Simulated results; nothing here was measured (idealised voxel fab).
The following is a process module called voxel self aligned vias.
Cross-sectional view cut (width: 250 nm; square cell size: 5 nm).
Notation: cross-section as square-cell grid; stated in bands, top first, going down; one or more cell rows per band.
Read a band's entry like this: the first values are the height of its top and the height of its bottom in nm, and what follows is the sequence of materials from left to right, each with its width in nm. Note that "blank" is empty space, and that a single material marked "all across" reaches across the band from edge to edge.
Note: height 0 marks the level under which the wafer is uniformly one material as received. Lowest band unbounded below, written "from 0 down".
Think of "30->40" as a width that walks from the first number to the second as you go down the band, top row to bottom row, taking equal-sized steps from row to row.
"no change occurred" after a step means that no cell of the cross-section changed.
The entry "Fully sealed cavities" lists the empty spaces that cover at least 8 cells and have no open path to the top. Each is written as width x height at distance, where the distance is measured from the left edge and all three values are in nm.
That trailing text on a step's line, after the settings, is the simulator's own remark on the step.
Steps that use a mask can have "overlay nm" on their line. It says how far the mask sat to the right of where it was meant to be. Negative means to the left.

## Process steps - plan
1) RECEIVE,material Si
2) CONFORMAL_DEP,material SiO2,thk nm 15
3) CONFORMAL_DEP,material SiCN,thk nm 5
4) DIRECTIONAL_DEP,material lowk,thk nm 25
5) MASKED_ETCH,tone open,mask id LINES,width nm 25,pitch nm 60,etch materials lowk,depth nm 25,overlay nm 0
6) CONFORMAL_DEP,material TiN,thk nm 5
7) FILL_DEP,material W,thk nm 5
8) CMP,height nm 45
9) SELECTIVE_ETCH,etch materials W Ru TiN,depth nm 10
10) FILL_DEP,material SiN,thk nm 5
11) CMP,height nm 45
12) DIRECTIONAL_DEP,material lowk,thk nm 20
13) DIRECTIONAL_DEP,material aC,thk nm 10
14) PATTERN,tone open,mask id VIAS,material resist,width nm 45,pitch nm 60,thk nm 30,overlay nm 0
15) DIRECTIONAL_ETCH,etch materials aC,depth nm 10
16) STRIP,etch materials resist
17) DIRECTIONAL_ETCH,etch materials lowk,depth nm 10
18) DIRECTIONAL_ETCH,etch materials SiN,depth nm 10
19) STRIP,etch materials aC
20) CONFORMAL_DEP,material TiN,thk nm 5
21) FILL_DEP,material Cu,thk nm 10
22) CMP,height nm 65
23) CONFORMAL_DEP,material SiCN,thk nm 5
For clarity, it should be stated that the wafers under discussion commence in an identical condition and differ with respect to the depth nm of step 17, the plan indicating the value that the first wafer had.

## The first of several wafers as received, shown in cross-section; this is its state after step 1
	from 0 down = Si all across
	Fully sealed cavities: none

## Quick key for the table: a row per wafer, taken at the end of the module. For each material it tells you how many cells the wafer gained (+) or lost (-) since it came in, and the closed voids come after
depth nm 10, +14 Cu, +100 SiCN, +20 SiN, +150 SiO2, +40 TiN, +12 W, +364 lowk, Fully sealed cavities: none
depth nm 15, +28 Cu, +100 SiCN, +20 SiN, +150 SiO2, +44 TiN, +12 W, +346 lowk, Fully sealed cavities: none
depth nm 20, +54 Cu, +100 SiCN, +150 SiO2, +56 TiN, +12 W, +328 lowk, Fully sealed cavities: none
depth nm 25, +62 Cu, +100 SiCN, +150 SiO2, +56 TiN, +12 W, +320 lowk, Fully sealed cavities: none
depth nm 30, +70 Cu, +100 SiCN, +150 SiO2, +56 TiN, +12 W, +312 lowk, Fully sealed cavities: none
depth nm 35, +70 Cu, +100 SiCN, +150 SiO2, +64 TiN, +12 W, +304 lowk, Fully sealed cavities: none
